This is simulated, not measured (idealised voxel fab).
process module | voxel capacitor over wiring
cross-section cut | 245 nm wide | cells 5 nm
A cross-section is a grid of square cells, given in bands from the top down. A band is one or more rows of cells.
Each band's line starts with the height of the band's top and of its bottom, in nm. Then come its materials from left to right, each with its width in nm. One material with "throughout" fills the band from edge to edge. "air" is empty space.
Height 0 is the level under which the wafer as received is all one material. The lowest band goes on downwards, as in "0 down".
A width such as "30 to 40" changes by the same amount from each row of cells to the next, from the band's top row to its bottom row.
"no change" after a step means that no cell of the cross-section changed.
closed voids: empty space of 8 cells or more with no open way to the top, each as width x height at its distance from the left edge, in nm
after a step's settings: what the simulator itself notes on the step
overlay nm, on a step with a mask: how far to the right of its planned place the mask lay; to the left if negative
plan
1 op RECEIVE | material Si
2 op CONFORMAL_DEP | material SiO2 | thk nm 15
3 op DIRECTIONAL_DEP | material TiN | thk nm 5
4 op DIRECTIONAL_DEP | material Ru | thk nm 25
5 op PATTERN | tone cover | mask id METAL_1 | material resist | width nm 20 | pitch nm 75 | thk nm 20 | overlay nm 0
6 op DIRECTIONAL_ETCH | etch materials Ru | depth nm 25
7 op DIRECTIONAL_ETCH | etch materials TiN | depth nm 5
8 op STRIP | etch materials resist
9 op CONFORMAL_DEP | material SiCN | thk nm 5
10 op FILL_DEP | material SiO2 | thk nm 5
11 op CMP | height nm 45
12 op CONFORMAL_DEP | material SiCN | thk nm 5
13 op DIRECTIONAL_DEP | material lowk | thk nm 20
14 op MASKED_ETCH | tone open | mask id PLUG_1 | width nm 15 | etch materials lowk | depth nm 20 | overlay nm 0
15 op MASKED_ETCH | tone open | mask id PLUG_1 | width nm 15 | etch materials SiCN | depth nm 5 | overlay nm 0
16 op CONFORMAL_DEP | material TiN | thk nm 5
17 op FILL_DEP | material W | thk nm 10
18 op CMP | height nm 70
19 op DIRECTIONAL_DEP | material TiN | thk nm 5
20 op DIRECTIONAL_DEP | material SiN | thk nm 5
21 op DIRECTIONAL_DEP | material TiN | thk nm 10
22 op DIRECTIONAL_DEP | material aC | thk nm 10
23 op PATTERN | tone cover | mask id UPPER_PLATE | material resist | width nm 60 | thk nm 25 | overlay nm 0
24 op DIRECTIONAL_ETCH | etch materials aC | depth nm 10
25 op STRIP | etch materials resist
26 op DIRECTIONAL_ETCH | etch materials TiN | depth nm 10
27 op DIRECTIONAL_ETCH | etch materials SiN | depth nm 5
28 op STRIP | etch materials aC
29 op PATTERN | tone cover | mask id LOWER_PLATE | material resist | width nm 70 | thk nm 15 | overlay nm 0
30 op DIRECTIONAL_ETCH | etch materials TiN | depth nm 5
31 op STRIP | etch materials resist
32 op FILL_DEP | material SiO2 | thk nm 20
33 op CMP | height nm 105
34 op PATTERN | tone open | mask id PLUG_2 | material resist | width nm 15 | thk nm 20 | overlay nm 0
35 op DIRECTIONAL_ETCH | etch materials SiO2 | depth nm 15
36 op STRIP | etch materials resist
37 op CONFORMAL_DEP | material TiN | thk nm 5
38 op FILL_DEP | material Ru | thk nm 10
39 op CMP | height nm 105
40 op CONFORMAL_DEP | material SiN | thk nm 5
as received, after step 1
  0 down: Si throughout
  closed voids: none
a wafer at the end: this start, this plan, one mistake
  110 to 105: SiN throughout
  105 to 95: SiO2 90 | TiN 5 | Ru 5 | TiN 5 | SiO2 140
  95 to 90: SiO2 90 | TiN 15 | SiO2 140
  90 to 80: SiO2 80 | TiN 60 | SiO2 105
  80 to 75: SiO2 80 | SiN 60 | SiO2 105
  75 to 70: SiO2 75 | TiN 70 | SiO2 100
  70 to 50: lowk 80 | TiN 5 | W 5 | TiN 5 | lowk 150
  50 to 45: SiCN 80 | TiN 15 | SiCN 150
  45 to 35: SiO2 70 | SiCN 5 | Ru 20 | SiCN 5 | SiO2 45 | SiCN 5 | Ru 20 | SiCN 5 | SiO2 70
  35 to 30: SiCN 75 | TiN 20 | SiCN 55 | TiN 20 | SiCN 75
  30 to 0: SiO2 throughout
  0 down: Si throughout
  closed voids: none
what went wrong: step 2 was run twice
